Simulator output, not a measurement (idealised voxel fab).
process module | voxel capacitor over wiring
cross-section cut | 270 nm wide | cells 5 nm
A cross-section is a grid of square cells, given in bands from the top down. A band is one or more rows of cells.
Each band's line starts with the height of the band's top and of its bottom, in nm. Then come its materials from left to right, each with its width in nm. One material with "throughout" fills the band from edge to edge. "air" is empty space.
Height 0 is the level under which the wafer as received is all one material. The lowest band goes on downwards, as in "0 down".
A width such as "30 to 40" changes by the same amount from each row of cells to the next, from the band's top row to its bottom row.
"no change" after a step means that no cell of the cross-section changed.
closed voids: empty space of 8 cells or more with no open way to the top, each as width x height at its distance from the left edge, in nm
after a step's settings: what the simulator itself notes on the step
overlay nm, on a step with a mask: how far to the right of its planned place the mask lay; to the left if negative
plan
1 op RECEIVE | material Si
2 op CONFORMAL_DEP | material SiO2 | thk nm 15
3 op CONFORMAL_DEP | material SiCN | thk nm 5
4 op DIRECTIONAL_DEP | material SiO2 | thk nm 15
5 op DIRECTIONAL_DEP | material aC | thk nm 10
6 op PATTERN | tone open | mask id METAL_1 | material resist | width nm 25 | pitch nm 90 | thk nm 25 | overlay nm 0
7 op DIRECTIONAL_ETCH | etch materials aC | depth nm 10
8 op STRIP | etch materials resist
9 op DIRECTIONAL_ETCH | etch materials SiO2 | depth nm 15
10 op DIRECTIONAL_ETCH | etch materials SiCN | depth nm 5
11 op STRIP | etch materials aC
12 op CONFORMAL_DEP | material TiN | thk nm 5
13 op FILL_DEP | material Ru | thk nm 5
14 op CMP | height nm 35
15 op CONFORMAL_DEP | material SiCN | thk nm 5
16 op DIRECTIONAL_DEP | material SiO2 | thk nm 20
17 op MASKED_ETCH | tone open | mask id PLUG_1 | width nm 15 | etch materials SiO2 | depth nm 20 | overlay nm 0
18 op MASKED_ETCH | tone open | mask id PLUG_1 | width nm 15 | etch materials SiCN | depth nm 5 | overlay nm 0
19 op CONFORMAL_DEP | material TiN | thk nm 5
20 op FILL_DEP | material Cu | thk nm 5
21 op CMP | height nm 60
22 op DIRECTIONAL_DEP | material TiN | thk nm 10
23 op DIRECTIONAL_DEP | material HfO2 | thk nm 5
24 op DIRECTIONAL_DEP | material TiN | thk nm 5
25 op DIRECTIONAL_DEP | material aC | thk nm 10
26 op PATTERN | tone cover | mask id UPPER_PLATE | material resist | width nm 70 | thk nm 25 | overlay nm 0
27 op DIRECTIONAL_ETCH | etch materials aC | depth nm 10
28 op STRIP | etch materials resist
29 op DIRECTIONAL_ETCH | etch materials TiN | depth nm 5
30 op DIRECTIONAL_ETCH | etch materials HfO2 | depth nm 5
31 op STRIP | etch materials aC
32 op DIRECTIONAL_DEP | material aC | thk nm 15
33 op PATTERN | tone cover | mask id LOWER_PLATE | material resist | width nm 80 | thk nm 30 | overlay nm 0
34 op DIRECTIONAL_ETCH | etch materials aC | depth nm 15
35 op STRIP | etch materials resist
36 op DIRECTIONAL_ETCH | etch materials TiN | depth nm 10
37 op STRIP | etch materials aC
38 op FILL_DEP | material SiO2 | thk nm 20
39 op CMP | height nm 95
40 op MASKED_ETCH | tone open | mask id PLUG_2 | width nm 15 | etch materials SiO2 | depth nm 15 | overlay nm 0
41 op CONFORMAL_DEP | material TiN | thk nm 5
42 op FILL_DEP | material W | thk nm 5
43 op CMP | height nm 95
44 op CONFORMAL_DEP | material SiCN | thk nm 5
varied across the wafers: thk nm of step 23. The plan shows the first wafer's value. All wafers start alike
first wafer as received, after step 1
  0 down: Si throughout
  closed voids: none
each wafer at the end: cells of each material gained (+) or lost (-) since it was received, then its closed voids
thk nm 5 | +4 Cu | +14 HfO2 | +18 Ru | +149 SiCN | +807 SiO2 | +86 TiN | +2 W | closed voids: none
thk nm 10 | +4 Cu | +68 HfO2 | +18 Ru | +149 SiCN | +680 SiO2 | +160 TiN | +1 W | closed voids: none
thk nm 15 | +4 Cu | +122 HfO2 | +18 Ru | +149 SiCN | +629 SiO2 | +158 TiN | closed voids: none
thk nm 20 | +4 Cu | +176 HfO2 | +18 Ru | +149 SiCN | +578 SiO2 | +155 TiN | closed voids: none
